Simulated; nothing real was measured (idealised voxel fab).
You're looking at the process module voxel trench capacitor.
Pictured: cross-section cut, 290 nm wide, on a grid of 5 nm square cells.
Think of the cross-section as a grid of square cells. We describe it in bands, top to bottom, and each band covers one or more rows of those cells.
Top, bottom (nm), then materials left to right with widths (nm); lone material tagged "edge to edge" fills the whole band edge to edge; "air" = empty space.
Note: height 0 marks the level under which the wafer is uniformly one material as received. Lowest band unbounded below, written "top 0, no bottom".
Graded width ("30 to 40"): value in top row of band = first number; value in bottom row = second number; row-to-row change constant.
Where the words "nothing was modified" appear for a step, the cross-section shows no cell changed by that step; every cell remained as before.
Look at "Enclosed void entries" for the closed voids: empty spaces with no open path to the top, sized 8 cells or up. Each is width x height at distance, distance from the left edge, all nm.
Read whatever lies past the settings on a step's line as the simulator's own remark about the step.
Among the settings permitted on a step's line is "overlay nm"; applied to a step with a mask, it specifies the extent to which the mask lay to the right of its planned position, whereas a negative figure signifies a position to the left.

# Set out below are the planned steps of the process
1: RECEIVE with material Si
2: CONFORMAL_DEP with material SiN, thk nm 5
3: DIRECTIONAL_DEP with material aC, thk nm 15
4: PATTERN with tone open, mask id TRENCH, material resist, width nm 20, pitch nm 35, thk nm 30, overlay nm 0
5: DIRECTIONAL_ETCH with etch materials aC, depth nm 15
6: STRIP with etch materials resist
7: DIRECTIONAL_ETCH with etch materials SiN, depth nm 5
8: DIRECTIONAL_ETCH with etch materials Si, depth nm 30
9: STRIP with etch materials aC
10: CONFORMAL_DEP with material Al2O3, thk nm 5
11: FILL_DEP with material polySi, thk nm 10
12: CMP with height nm 5

# This is the cross-section of the wafer as we received it, i.e. after step 1
top 0, no bottom = Si edge to edge
Enclosed void entries: none

# Here's the cross-section of the first of our two wafers at the end of the module - it ran as planned
top 5, bottom 0 = SiN (115) | Al2O3 (5) | polySi (10) | Al2O3 (5) | SiN (15) | Al2O3 (5) | polySi (10) | Al2O3 (5) | SiN (120)
top 0, bottom -25 = Si (115) | Al2O3 (5) | polySi (10) | Al2O3 (5) | Si (15) | Al2O3 (5) | polySi (10) | Al2O3 (5) | Si (120)
top -25, bottom -30 = Si (115) | Al2O3 (20) | Si (15) | Al2O3 (20) | Si (120)
top -30, no bottom = Si edge to edge
Enclosed void entries: none

# Wafer two, sectioned after the module: the first wafer's start, the first wafer's plan, and one mistake in how it was run
top 5, bottom 0 = SiN (115) | Al2O3 (5) | polySi (10) | Al2O3 (5) | SiN (15) | Al2O3 (5) | polySi (10) | Al2O3 (5) | SiN (120)
top 0, bottom -15 = Si (115) | Al2O3 (5) | polySi (10) | Al2O3 (5) | Si (15) | Al2O3 (5) | polySi (10) | Al2O3 (5) | Si (120)
top -15, bottom -20 = Si (115) | Al2O3 (20) | Si (15) | Al2O3 (20) | Si (120)
top -20, no bottom = Si edge to edge
Enclosed void entries: none
The plan and the run diverged here: note that step 8 departed from the planned setting and was carried out as DIRECTIONAL_ETCH with etch materials Si, depth nm 20
It is noted that, at the conclusion of processing, the second wafer exhibits a higher or lower cell count for certain materials relative to the first: Al2O3 -8, Si +16, polySi -8
